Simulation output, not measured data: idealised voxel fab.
A process module follows: voxel air gaps.
The cross-section shown here is cut; it is 210 nm wide and divided into square cells measuring 5 nm on a side.
We lay out every cross-section as a grid of square cells and spell it out in bands from the top down, where one band means one or more rows of cells. This entry defines a band. It first specifies the height of the band's top and the height of its bottom in nm, and then specifies the band's materials from left to right, stating each material with its width in nm. The word "all across" identifies a single material that fills the band from edge to edge, while the word "empty" identifies empty space. Beneath 0, the wafer as received is one material, and that level is where height counting begins. The lowest band goes on downward without a bottom; it is written like "top 0, no bottom". The width entry "30 to 40" should be interpreted row by row: the top row of cells in the band takes the first number, the bottom row takes the second number, and the change between adjacent rows is uniform throughout. When a step is marked "changes: none", none of the cells in the cross-section changed during that step. Closed empty spaces (no open way to the top) of 8 cells or more are what "Completely enclosed voids" lists, each as width x height at distance from the left edge, nm for all three. Whatever follows a step's settings on its line is a remark the simulator itself makes about that step. The "overlay nm" setting may appear on a step's line; for a step that uses a mask, it gives how far to the right of its planned position the mask lay, and a negative value indicates the left. Each pair below shows a cross-section before one step and the cross-section after it, down to the lowest band that changed. The line under each pair gives the step between them, with its settings. The pairs can come from different runs of this module on the same starting wafer, so a pair continues from the pair above only where its "Prior state" says so.
### Prior state
> top 45, bottom 15 | 25 empty | 20 SiO2 | 25 empty | 20 SiO2 | 25 empty | 20 SiO2 | 25 empty | 20 SiO2 | 30 empty
> top 15, bottom 10 | SiN all across
> top 10, bottom 0 | SiO2 all across
> top 0, no bottom | Si all across
> Completely enclosed voids: none
### Post-Step Section View
> top 50, bottom 45 | 20 empty | 30 TiN | 15 empty | 30 TiN | 15 empty | 30 TiN | 15 empty | 30 TiN | 25 empty
> top 45, bottom 20 | 20 empty | 5 TiN | 20 SiO2 | 5 TiN | 15 empty | 5 TiN | 20 SiO2 | 5 TiN | 15 empty | 5 TiN | 20 SiO2 | 5 TiN | 15 empty | 5 TiN | 20 SiO2 | 5 TiN | 25 empty
> top 20, bottom 15 | 25 TiN | 20 SiO2 | 25 TiN | 20 SiO2 | 25 TiN | 20 SiO2 | 25 TiN | 20 SiO2 | 30 TiN
> below 15: unchanged
> Completely enclosed voids: none
Quick note on the step between the two cross-sections above: CONFORMAL_DEP | material TiN | thk nm 5
Prior state: the after view from the pair directly above serves as the before view here.
### Post-Step Section View
> top 60, bottom 50 | Cu all across
> top 50, bottom 45 | 20 Cu | 30 TiN | 15 Cu | 30 TiN | 15 Cu | 30 TiN | 15 Cu | 30 TiN | 25 Cu
> top 45, bottom 20 | 20 Cu | 5 TiN | 20 SiO2 | 5 TiN | 15 Cu | 5 TiN | 20 SiO2 | 5 TiN | 15 Cu | 5 TiN | 20 SiO2 | 5 TiN | 15 Cu | 5 TiN | 20 SiO2 | 5 TiN | 25 Cu
> below 20: unchanged
> Completely enclosed voids: none
Quick note on the step between the two cross-sections above: FILL_DEP | material Cu | thk nm 10
Prior state: the after view from the pair directly above serves as the before view here.
### Post-Step Section View
> top 45, bottom 20 | 20 Cu | 5 TiN | 20 SiO2 | 5 TiN | 15 Cu | 5 TiN | 20 SiO2 | 5 TiN | 15 Cu | 5 TiN | 20 SiO2 | 5 TiN | 15 Cu | 5 TiN | 20 SiO2 | 5 TiN | 25 Cu
> below 20: unchanged
> Completely enclosed voids: none
Quick note on the step between the two cross-sections above: CMP | height nm 45
Prior state: the after view from the pair directly above serves as the before view here.
### Post-Step Section View
> top 55, bottom 45 | Ru all across
> below 45: unchanged
> Completely enclosed voids: none
Quick note on the step between the two cross-sections above: EPI | material Ru | thk nm 10
Prior state: the after view from the pair directly above serves as the before view here.
### Post-Step Section View
> top 60, bottom 55 | SiCN all across
> below 55: unchanged
> Completely enclosed voids: none
Quick note on the step between the two cross-sections above: CONFORMAL_DEP | material SiCN | thk nm 5
